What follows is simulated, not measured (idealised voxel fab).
process module | voxel self aligned contacts
cross-section cut | 250 nm wide | cells 5 nm
A cross-section is a grid of square cells, given in bands from the top down. A band is one or more rows of cells.
Each band's line starts with the height of the band's top and of its bottom, in nm. Then come its materials from left to right, each with its width in nm. One material with "throughout" fills the band from edge to edge. "air" is empty space.
Height 0 is the level under which the wafer as received is all one material. The lowest band goes on downwards, as in "0 down".
A width such as "30 to 40" changes by the same amount from each row of cells to the next, from the band's top row to its bottom row.
"no change" after a step means that no cell of the cross-section changed.
closed voids: empty space of 8 cells or more with no open way to the top, each as width x height at its distance from the left edge, in nm
after a step's settings: what the simulator itself notes on the step
overlay nm, on a step with a mask: how far to the right of its planned place the mask lay; to the left if negative
plan
1 op RECEIVE | material Si
2 op CONFORMAL_DEP | material SiO2 | thk nm 5
3 op DIRECTIONAL_DEP | material polySi | thk nm 30
4 op DIRECTIONAL_DEP | material SiN | thk nm 15
5 op PATTERN | tone cover | mask id GATE | material resist | width nm 35 | pitch nm 60 | thk nm 15 | overlay nm 0
6 op DIRECTIONAL_ETCH | etch materials SiN | depth nm 5
7 op DIRECTIONAL_ETCH | etch materials polySi | depth nm 30
8 op STRIP | etch materials resist
9 op CONFORMAL_DEP | material SiN | thk nm 5
10 op DIRECTIONAL_ETCH | etch materials SiN | depth nm 5
11 op FILL_DEP | material SiO2 | thk nm 15
12 op CMP | height nm 60
13 op PATTERN | tone open | mask id CONTACT | material resist | width nm 35 | pitch nm 60 | thk nm 15 | overlay nm 0
14 op DIRECTIONAL_ETCH | etch materials SiO2 | depth nm 60
15 op STRIP | etch materials resist
16 op CONFORMAL_DEP | material TiN | thk nm 5
17 op FILL_DEP | material Ru | thk nm 5
18 op CMP | height nm 60
19 op CONFORMAL_DEP | material SiCN | thk nm 5
varied across the wafers: depth nm of step 6. The plan shows the first wafer's value. All wafers start alike
first wafer as received, after step 1
  0 down: Si throughout
  closed voids: none
each wafer at the end: cells of each material gained (+) or lost (-) since it was received, then its closed voids
depth nm 5 | +12 Ru | +50 SiCN | +127 SiN | +139 SiO2 | +22 TiN | +300 polySi | closed voids: none
depth nm 10 | +14 Ru | +50 SiCN | +104 SiN | +156 SiO2 | +26 TiN | +300 polySi | closed voids: none
depth nm 15 | +30 Ru | +50 SiCN | +117 SiN | +269 SiO2 | +58 TiN | +126 polySi | closed voids: none
depth nm 20 | +30 Ru | +50 SiCN | +117 SiN | +269 SiO2 | +58 TiN | +126 polySi | closed voids: none
depth nm 25 | +30 Ru | +50 SiCN | +117 SiN | +269 SiO2 | +58 TiN | +126 polySi | closed voids: none
depth nm 30 | +30 Ru | +50 SiCN | +117 SiN | +269 SiO2 | +58 TiN | +126 polySi | closed voids: none
